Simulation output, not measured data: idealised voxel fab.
The following process module bears the name voxel fin reveal.
Cross-sectional view cut (width: 245 nm; square cell size: 5 nm).
Bands, listed from the top down, are how a cross-section gets written in this document; the cross-section itself is a grid of square cells, and a band is one or more rows of them.
Basically the band line says how high the top is and how high the bottom is, in nm, and then what's in it from left to right, every material with its width in nm. Empty space shows up as "air", and if a single material carries "throughout" it runs the full band edge to edge.
The reference from which all heights are counted is 0, the level beneath which the as-received wafer is entirely one material; the lowest band, having no lower bound, proceeds downward and is written after the example "top 0, no bottom".
A width such as "30->40" changes by the same amount from each row of cells to the next, from the band's top row to its bottom row.
"no modifications" -> step changed no cross-section cell.
In "Enclosed void listing" the enclosed voids are listed, meaning empty spaces of 8 cells or larger without any opening to the top. The form is width x height at distance, distance from the left edge, units nm.
Formally, on a step line, whatever follows the settings is a remark that the simulator itself makes on the step.
overlay nm: right-of-plan distance of the mask on a masked step; negative values mean left-of-plan.
## The steps planned for the process are as follows
| 1 | RECEIVE with material Si |
| 2 | CONFORMAL_DEP with material SiN, thk nm 10 |
| 3 | MASKED_ETCH with tone cover, mask id FINS, width nm 15, pitch nm 40, etch materials SiN, depth nm 10, overlay nm 0 |
| 4 | MASKED_ETCH with tone cover, mask id FINS, width nm 15, pitch nm 40, etch materials Si, depth nm 35, overlay nm 0 |
| 5 | OXIDIZE with depth nm 5 |
| 6 | FILL_DEP with material SiO2, thk nm 15 |
| 7 | CMP with height nm 10 |
| 8 | SELECTIVE_ETCH with etch materials SiO2, depth nm 20 |
| 9 | STRIP with etch materials SiN |
| 10 | CONFORMAL_DEP with material HfO2, thk nm 5 |
## Incoming wafer, cross-sectional view, post step 1
  top 0, no bottom = Si throughout
  Enclosed void listing: none
## Wafer cross-section at end of module: start and plan as shown above, one execution error
  top 5, bottom 0 = air=55; HfO2=15; air=25; HfO2=15; air=25; HfO2=15; air=25; HfO2=15; air=55
  top 0, bottom -25 = air=55; HfO2=5; Si=5; HfO2=5; air=25; HfO2=5; Si=5; HfO2=5; air=25; HfO2=5; Si=5; HfO2=5; air=25; HfO2=5; Si=5; HfO2=5; air=55
  top -25, bottom -30 = HfO2=60; Si=5; HfO2=35; Si=5; HfO2=35; Si=5; HfO2=35; Si=5; HfO2=60
  top -30, bottom -40 = SiO2=60; Si=5; SiO2=35; Si=5; SiO2=35; Si=5; SiO2=35; Si=5; SiO2=60
  top -40, no bottom = Si throughout
  Enclosed void listing: none
Error vs. plan: step 8 of the plan was carried out twice
